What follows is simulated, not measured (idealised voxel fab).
This section sets out a process module, namely voxel self aligned contacts.
Section shown: cut. Width: 265 nm. Cell size: 5 nm, square.
If you're reading a cross-section in this doc, picture square cells in a grid; it comes to you as bands, top ones listed first down to the bottom, and a band can be one or more rows of cells. Heads up on the band format: heights come first, top then bottom, in nm. After that it's the materials left to right, each with its width in nm. A single material flagged "edge to edge" fills the whole band edge to edge, and "air" means there's empty space there. Ref level 0: as-received wafer is one material below here. Bottom band extends down with no lower bound ("0 nm and below"). Width "30..40": first value at the band's top row of cells, second value at its bottom row, equal change from row to row. "stayed the same" means the step left every cell of the cross-section as it was. "Sealed cavities": sealed empty spaces, 8 cells or more, no open way to top, listed width x height at distance, with distance from the left edge and width, height and distance in nm. Text after the settings on a step's line: the simulator's own remark on that step. The line of a step may include "overlay nm". On a step with a mask, this value is how far to the right of its planned place the mask lay. A negative value means the mask lay to the left.
Here's what the planned process steps look like
1: RECEIVE: material Si
2: CONFORMAL_DEP: material SiO2, thk nm 5
3: DIRECTIONAL_DEP: material polySi, thk nm 20
4: DIRECTIONAL_DEP: material SiN, thk nm 15
5: PATTERN: tone cover, mask id GATE, material resist, width nm 35, pitch nm 70, thk nm 15, overlay nm 0
6: DIRECTIONAL_ETCH: etch materials SiN, depth nm 15
7: DIRECTIONAL_ETCH: etch materials polySi, depth nm 20
8: STRIP: etch materials resist
9: CONFORMAL_DEP: material SiN, thk nm 5
10: DIRECTIONAL_ETCH: etch materials SiN, depth nm 5
11: FILL_DEP: material SiO2, thk nm 10
12: CMP: height nm 45
13: PATTERN: tone open, mask id CONTACT, material resist, width nm 55, thk nm 20, overlay nm 0
14: DIRECTIONAL_ETCH: etch materials SiO2, depth nm 45
15: STRIP: etch materials resist
16: CONFORMAL_DEP: material TiN, thk nm 5
17: FILL_DEP: material W, thk nm 5
18: CMP: height nm 45
19: CONFORMAL_DEP: material SiCN, thk nm 5
Cross-section of the wafer upon arrival, representing the state reached after step 1
> 0 nm and below  Si edge to edge
> Sealed cavities: none
Wafer cross-section at module end: first of two, run to plan
> 50 nm to 45 nm  SiCN edge to edge
> 45 nm to 40 nm  SiO2 (105), then TiN (20), then W (15), then TiN (20), then SiO2 (105)
> 40 nm to 25 nm  SiO2 (75), then SiN (45), then TiN (5), then W (15), then TiN (5), then SiN (45), then SiO2 (75)
> 25 nm to 5 nm  SiO2 (75), then SiN (5), then polySi (35), then SiN (5), then TiN (5), then W (15), then TiN (5), then SiN (5), then polySi (35), then SiN (5), then SiO2 (75)
> 5 nm to 0 nm  SiO2 (120), then TiN (25), then SiO2 (120)
> 0 nm and below  Si edge to edge
> Sealed cavities: none
Cross-sectional image of the second wafer of the two following completion of the module. Starting state and process plan were the same as for the first wafer; one execution error occurred
> 50 nm to 45 nm  SiCN edge to edge
> 45 nm to 40 nm  SiO2 (115), then TiN (10), then W (15), then TiN (30), then SiO2 (95)
> 40 nm to 25 nm  SiO2 (75), then SiN (45), then TiN (5), then W (15), then TiN (5), then SiN (45), then SiO2 (75)
> 25 nm to 5 nm  SiO2 (75), then SiN (5), then polySi (35), then SiN (5), then TiN (5), then W (15), then TiN (5), then SiN (5), then polySi (35), then SiN (5), then SiO2 (75)
> 5 nm to 0 nm  SiO2 (120), then TiN (25), then SiO2 (120)
> 0 nm and below  Si edge to edge
> Sealed cavities: none
What went wrong in running the wafer? step 13 ran differently from the plan; actual operation with settings: PATTERN: tone open, mask id CONTACT, material resist, width nm 55, thk nm 20, overlay nm 10
When the process is done, the second wafer contains the same cell count of every material as the first wafer, but distributed over other locations.
